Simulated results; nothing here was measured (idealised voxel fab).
Process module under the name voxel ribs on slabs
The figure presents cross-section cut, which has a width of 200 nm and is divided into square cells with an edge length of 5 nm.
Heads up, the way a cross-section reads in here is a grid of square cells, handed over as bands from the top down, with every band being one or more rows of cells. Basically the band line says how high the top is and how high the bottom is, in nm, and then what's in it from left to right, every material with its width in nm. Empty space shows up as "blank", and if a single material carries "everywhere" it runs the full band edge to edge. Zero point of the height axis is 0; under it, received wafer = one material. Lowest band: continues down indefinitely, "0 nm and below". When a width is written as two numbers, as in "30..40", the first number is the width in the top row of cells of the band and the second is the width in its bottom row, and the width changes by the same amount from each row to the next. Where a step carries "no change", the cross-section came out of it unchanged, cell for cell. Basically, "Sealed cavities" tells you about the enclosed voids: empty spaces with no open way to the top, 8 cells or bigger, each written width x height at distance, where distance is from the left edge, all in nm. Where a step's line continues beyond its settings, the continuation is a remark by the simulator itself on that step. You can add "overlay nm" to a step's line. For a step with a mask, it describes how far the mask lay to the right of its planned position, and a negative number describes a lay to the left.
The steps planned for the process are as follows:
- 1: RECEIVE, material Si
- 2: DIRECTIONAL_DEP, material SiO2, thk nm 20
- 3: DIRECTIONAL_DEP, material polySi, thk nm 15
- 4: DIRECTIONAL_DEP, material aC, thk nm 5
- 5: PATTERN, tone cover, mask id RIB, material resist, width nm 30, thk nm 30, overlay nm 0
- 6: DIRECTIONAL_ETCH, etch materials aC, depth nm 10
- 7: STRIP, etch materials resist
- 8: DIRECTIONAL_ETCH, etch materials polySi, depth nm 10
- 9: STRIP, etch materials aC
- 10: MASKED_ETCH, tone cover, mask id SLAB, width nm 60, etch materials polySi, depth nm 5, overlay nm 0
- 11: FILL_DEP, material SiO2, thk nm 20
- 12: CMP, height nm 45
- 13: DIRECTIONAL_DEP, material TiN, thk nm 10
- 14: DIRECTIONAL_DEP, material aC, thk nm 10
- 15: PATTERN, tone cover, mask id HEATER, material resist, width nm 40, thk nm 30, overlay nm 0
- 16: DIRECTIONAL_ETCH, etch materials aC, depth nm 10
- 17: STRIP, etch materials resist
- 18: DIRECTIONAL_ETCH, etch materials TiN, depth nm 10
- 19: STRIP, etch materials aC
- 20: CONFORMAL_DEP, material SiO2, thk nm 5
The wafers in this document start out alike and differ in the thk nm applied at step 4; the plan shows the value used for the first wafer.
Cross-section of the first of several wafers as received (after step 1):
	0 nm and below | Si everywhere
	Sealed cavities: none
Cross-section of the first of several wafers, taken after step 20, where the module ends:
	60 nm to 55 nm | blank 75 / SiO2 50 / blank 75
	55 nm to 50 nm | blank 75 / SiO2 5 / TiN 40 / SiO2 5 / blank 75
	50 nm to 45 nm | SiO2 80 / TiN 40 / SiO2 80
	45 nm to 35 nm | SiO2 everywhere
	35 nm to 25 nm | SiO2 85 / polySi 30 / SiO2 85
	25 nm to 20 nm | SiO2 70 / polySi 60 / SiO2 70
	20 nm to 0 nm | SiO2 everywhere
	0 nm and below | Si everywhere
	Sealed cavities: none
End of module: cross-section, last of several wafers:
	60 nm to 55 nm | blank 75 / SiO2 50 / blank 75
	55 nm to 50 nm | blank 75 / SiO2 5 / TiN 40 / SiO2 5 / blank 75
	50 nm to 45 nm | SiO2 80 / TiN 40 / SiO2 80
	45 nm to 35 nm | SiO2 everywhere
	35 nm to 30 nm | SiO2 70 / polySi 60 / SiO2 70
	30 nm to 20 nm | polySi everywhere
	20 nm to 0 nm | SiO2 everywhere
	0 nm and below | Si everywhere
	Sealed cavities: none
The following table contains a row per wafer, in which are reported, at the conclusion of the module, the cells of each material gained (+) or lost (-) since the wafer's receipt, with its closed voids given thereafter:
thk nm 5 | +380 SiO2 | +16 TiN | +24 polySi | Sealed cavities: none
thk nm 10 | +380 SiO2 | +16 TiN | +24 polySi | Sealed cavities: none
thk nm 15 | +312 SiO2 | +16 TiN | +92 polySi | Sealed cavities: none
thk nm 20 | +312 SiO2 | +16 TiN | +92 polySi | Sealed cavities: none
thk nm 25 | +312 SiO2 | +16 TiN | +92 polySi | Sealed cavities: none
